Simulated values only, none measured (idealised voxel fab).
Process module, titled voxel self aligned vias
Shown is cross-section cut, with a width of 285 nm and square cells of size 5 nm.
If you're reading a cross-section in this doc, picture square cells in a grid; it comes to you as bands, top ones listed first down to the bottom, and a band can be one or more rows of cells. Heights first: top, then bottom, in nm. Then materials, left to right, each with a width in nm. "throughout" on a single material: fills the band edge to edge. "air": empty space. Beneath 0, the wafer as received is one material, and that level is where height counting begins. The lowest band goes on downward without a bottom; it is written like "from 0 down". The two numbers in a width such as "30..40" mark its ends across the band: the first belongs to the top row of cells, the second to the bottom row, and from each row to the next the width moves by the same amount. When a step is marked "no alteration", none of the cells in the cross-section changed during that step. You'll see "Sealed void listing" listing empty spaces that have no way open to the top, as long as they're 8 cells or more; the notation is width x height at distance, where the distance is from the left edge, and all of it is in nm. Anything after a step's settings on that line? It's the simulator's own note about the step. "overlay nm" on a masked step: distance the mask lay right of its planned place, negative for left.
-- The process steps that were planned are listed below
step 1: RECEIVE | material Si
step 2: CONFORMAL_DEP | material SiO2 | thk nm 10
step 3: CONFORMAL_DEP | material SiCN | thk nm 5
step 4: DIRECTIONAL_DEP | material lowk | thk nm 25
step 5: MASKED_ETCH | tone open | mask id LINES | width nm 20 | pitch nm 45 | etch materials lowk | depth nm 25 | overlay nm 0
step 6: CONFORMAL_DEP | material TiN | thk nm 5
step 7: FILL_DEP | material W | thk nm 10
step 8: CMP | height nm 40
step 9: SELECTIVE_ETCH | etch materials W Ru TiN | depth nm 5
step 10: FILL_DEP | material SiN | thk nm 5
step 11: CMP | height nm 40
step 12: DIRECTIONAL_DEP | material lowk | thk nm 20
step 13: DIRECTIONAL_DEP | material aC | thk nm 10
step 14: PATTERN | tone open | mask id VIAS | material resist | width nm 30 | pitch nm 90 | thk nm 30 | overlay nm 0
step 15: DIRECTIONAL_ETCH | etch materials aC | depth nm 10
step 16: STRIP | etch materials resist
step 17: DIRECTIONAL_ETCH | etch materials lowk | depth nm 20
step 18: DIRECTIONAL_ETCH | etch materials SiN | depth nm 5
step 19: STRIP | etch materials aC
step 20: CONFORMAL_DEP | material TiN | thk nm 5
step 21: FILL_DEP | material Ru | thk nm 5
step 22: CMP | height nm 60
step 23: CONFORMAL_DEP | material SiCN | thk nm 5
-- Run as planned: first of two wafers
-- Cross-section of the wafer as it came to us, i.e., already through step 1
  from 0 down | Si throughout
  Sealed void listing: none
-- after step 2
  from 10 to 0 | SiO2 throughout
  All layers under 0 are left as they were.
-- after step 3
  from 15 to 10 | SiCN throughout
  All layers under 10 are left as they were.
-- after step 4
  from 40 to 15 | lowk throughout
  All layers under 15 are left as they were.
-- after step 5
  from 40 to 15 | lowk=85, then air=20, then lowk=25, then air=20, then lowk=25, then air=20, then lowk=90
  All layers under 15 are left as they were.
-- after step 6
  from 45 to 40 | TiN=90, then air=10, then TiN=35, then air=10, then TiN=35, then air=10, then TiN=95
  from 40 to 20 | lowk=85, then TiN=5, then air=10, then TiN=5, then lowk=25, then TiN=5, then air=10, then TiN=5, then lowk=25, then TiN=5, then air=10, then TiN=5, then lowk=90
  from 20 to 15 | lowk=85, then TiN=20, then lowk=25, then TiN=20, then lowk=25, then TiN=20, then lowk=90
  All layers under 15 are left as they were.
-- after step 7
  from 55 to 45 | W throughout
  from 45 to 40 | TiN=90, then W=10, then TiN=35, then W=10, then TiN=35, then W=10, then TiN=95
  from 40 to 20 | lowk=85, then TiN=5, then W=10, then TiN=5, then lowk=25, then TiN=5, then W=10, then TiN=5, then lowk=25, then TiN=5, then W=10, then TiN=5, then lowk=90
  All layers under 20 are left as they were.
-- after step 8
  from 40 to 20 | lowk=85, then TiN=5, then W=10, then TiN=5, then lowk=25, then TiN=5, then W=10, then TiN=5, then lowk=25, then TiN=5, then W=10, then TiN=5, then lowk=90
  All layers under 20 are left as they were.
-- after step 9
  from 40 to 35 | lowk=85, then air=20, then lowk=25, then air=20, then lowk=25, then air=20, then lowk=90
  All layers under 35 are left as they were.
-- after step 10
  from 45 to 40 | SiN throughout
  from 40 to 35 | lowk=85, then SiN=20, then lowk=25, then SiN=20, then lowk=25, then SiN=20, then lowk=90
  All layers under 35 are left as they were.
-- after step 11
  from 40 to 35 | lowk=85, then SiN=20, then lowk=25, then SiN=20, then lowk=25, then SiN=20, then lowk=90
  All layers under 35 are left as they were.
-- after step 12
  from 60 to 40 | lowk throughout
  All layers under 40 are left as they were.
-- after step 13
  from 70 to 60 | aC throughout
  All layers under 60 are left as they were.
-- after step 14
  from 100 to 70 | resist=80, then air=30, then resist=60, then air=30, then resist=85
  All layers under 70 are left as they were.
-- after step 15
  from 90 to 70 | resist=80, then air=30, then resist=60, then air=30, then resist=85
  from 70 to 60 | aC=80, then air=30, then aC=60, then air=30, then aC=85
  All layers under 60 are left as they were.
-- after step 16
  from 70 to 60 | aC=80, then air=30, then aC=60, then air=30, then aC=85
  All layers under 60 are left as they were.
-- after step 17
  from 70 to 60 | aC=80, then air=30, then aC=60, then air=30, then aC=85
  from 60 to 40 | lowk=80, then air=30, then lowk=60, then air=30, then lowk=85
  All layers under 40 are left as they were.
-- after step 18
  from 70 to 60 | aC=80, then air=30, then aC=60, then air=30, then aC=85
  from 60 to 40 | lowk=80, then air=30, then lowk=60, then air=30, then lowk=85
  from 40 to 35 | lowk=85, then air=20, then lowk=25, then SiN=20, then lowk=25, then air=20, then lowk=90
  All layers under 35 are left as they were.
-- after step 19
  from 60 to 40 | lowk=80, then air=30, then lowk=60, then air=30, then lowk=85
  All layers under 40 are left as they were.
-- after step 20
  from 65 to 60 | TiN=85, then air=20, then TiN=70, then air=20, then TiN=90
  from 60 to 45 | lowk=80, then TiN=5, then air=20, then TiN=5, then lowk=60, then TiN=5, then air=20, then TiN=5, then lowk=85
  from 45 to 40 | lowk=80, then TiN=10, then air=10, then TiN=10, then lowk=60, then TiN=10, then air=10, then TiN=10, then lowk=85
  from 40 to 35 | lowk=85, then TiN=20, then lowk=25, then SiN=20, then lowk=25, then TiN=20, then lowk=90
  All layers under 35 are left as they were.
-- after step 21
  from 70 to 65 | Ru throughout
  from 65 to 60 | TiN=85, then Ru=20, then TiN=70, then Ru=20, then TiN=90
  from 60 to 45 | lowk=80, then TiN=5, then Ru=20, then TiN=5, then lowk=60, then TiN=5, then Ru=20, then TiN=5, then lowk=85
  from 45 to 40 | lowk=80, then TiN=10, then Ru=10, then TiN=10, then lowk=60, then TiN=10, then Ru=10, then TiN=10, then lowk=85
  All layers under 40 are left as they were.
-- after step 22
  from 60 to 45 | lowk=80, then TiN=5, then Ru=20, then TiN=5, then lowk=60, then TiN=5, then Ru=20, then TiN=5, then lowk=85
  All layers under 45 are left as they were.
-- after step 23
  from 65 to 60 | SiCN throughout
  All layers under 60 are left as they were.
-- Okay, second wafer. Nothing different at the start, nothing different in the plan, just one mistake somewhere in the running. As far as step 13, counting that step, it's the first wafer all over again
-- The second wafer cut through, at the time step 14 was supposed to be finished
  from 100 to 70 | resist=90, then air=30, then resist=60, then air=30, then resist=75
  All layers under 70 are left as they were.
-- The second wafer cut through, at the time step 15 was supposed to be finished
  from 90 to 70 | resist=90, then air=30, then resist=60, then air=30, then resist=75
  from 70 to 60 | aC=90, then air=30, then aC=60, then air=30, then aC=75
  All layers under 60 are left as they were.
-- The second wafer cut through, at the time step 16 was supposed to be finished
  from 70 to 60 | aC=90, then air=30, then aC=60, then air=30, then aC=75
  All layers under 60 are left as they were.
-- The second wafer cut through, at the time step 17 was supposed to be finished
  from 70 to 60 | aC=90, then air=30, then aC=60, then air=30, then aC=75
  from 60 to 40 | lowk=90, then air=30, then lowk=60, then air=30, then lowk=75
  All layers under 40 are left as they were.
-- The second wafer cut through, at the time step 18 was supposed to be finished
  from 70 to 60 | aC=90, then air=30, then aC=60, then air=30, then aC=75
  from 60 to 40 | lowk=90, then air=30, then lowk=60, then air=30, then lowk=75
  from 40 to 35 | lowk=85, then SiN=5, then air=15, then lowk=25, then SiN=20, then lowk=25, then SiN=5, then air=15, then lowk=90
  All layers under 35 are left as they were.
-- The second wafer cut through, at the time step 19 was supposed to be finished
  from 60 to 40 | lowk=90, then air=30, then lowk=60, then air=30, then lowk=75
  All layers under 40 are left as they were.
-- The second wafer cut through, at the time step 20 was supposed to be finished
  from 65 to 60 | TiN=95, then air=20, then TiN=70, then air=20, then TiN=80
  from 60 to 45 | lowk=90, then TiN=5, then air=20, then TiN=5, then lowk=60, then TiN=5, then air=20, then TiN=5, then lowk=75
  from 45 to 40 | lowk=90, then TiN=5, then air=5, then TiN=20, then lowk=60, then TiN=5, then air=5, then TiN=20, then lowk=75
  from 40 to 35 | lowk=85, then SiN=5, then TiN=15, then lowk=25, then SiN=20, then lowk=25, then SiN=5, then TiN=15, then lowk=90
  All layers under 35 are left as they were.
-- The second wafer cut through, at the time step 21 was supposed to be finished
  from 70 to 65 | Ru throughout
  from 65 to 60 | TiN=95, then Ru=20, then TiN=70, then Ru=20, then TiN=80
  from 60 to 45 | lowk=90, then TiN=5, then Ru=20, then TiN=5, then lowk=60, then TiN=5, then Ru=20, then TiN=5, then lowk=75
  from 45 to 40 | lowk=90, then TiN=5, then Ru=5, then TiN=20, then lowk=60, then TiN=5, then Ru=5, then TiN=20, then lowk=75
  All layers under 40 are left as they were.
-- The second wafer cut through, at the time step 22 was supposed to be finished
  from 60 to 45 | lowk=90, then TiN=5, then Ru=20, then TiN=5, then lowk=60, then TiN=5, then Ru=20, then TiN=5, then lowk=75
  All layers under 45 are left as they were.
-- The second wafer cut through, at the time step 23 was supposed to be finished
  from 65 to 60 | SiCN throughout
  All layers under 60 are left as they were.
Against the plan, the run slipped here: heads up, step 14 didn't go per plan, it actually ran as PATTERN | tone open | mask id VIAS | material resist | width nm 30 | pitch nm 90 | thk nm 30 | overlay nm 10
Cell-count delta at end, second wafer over first, by material: 2 fewer of Ru; 2 more of SiN
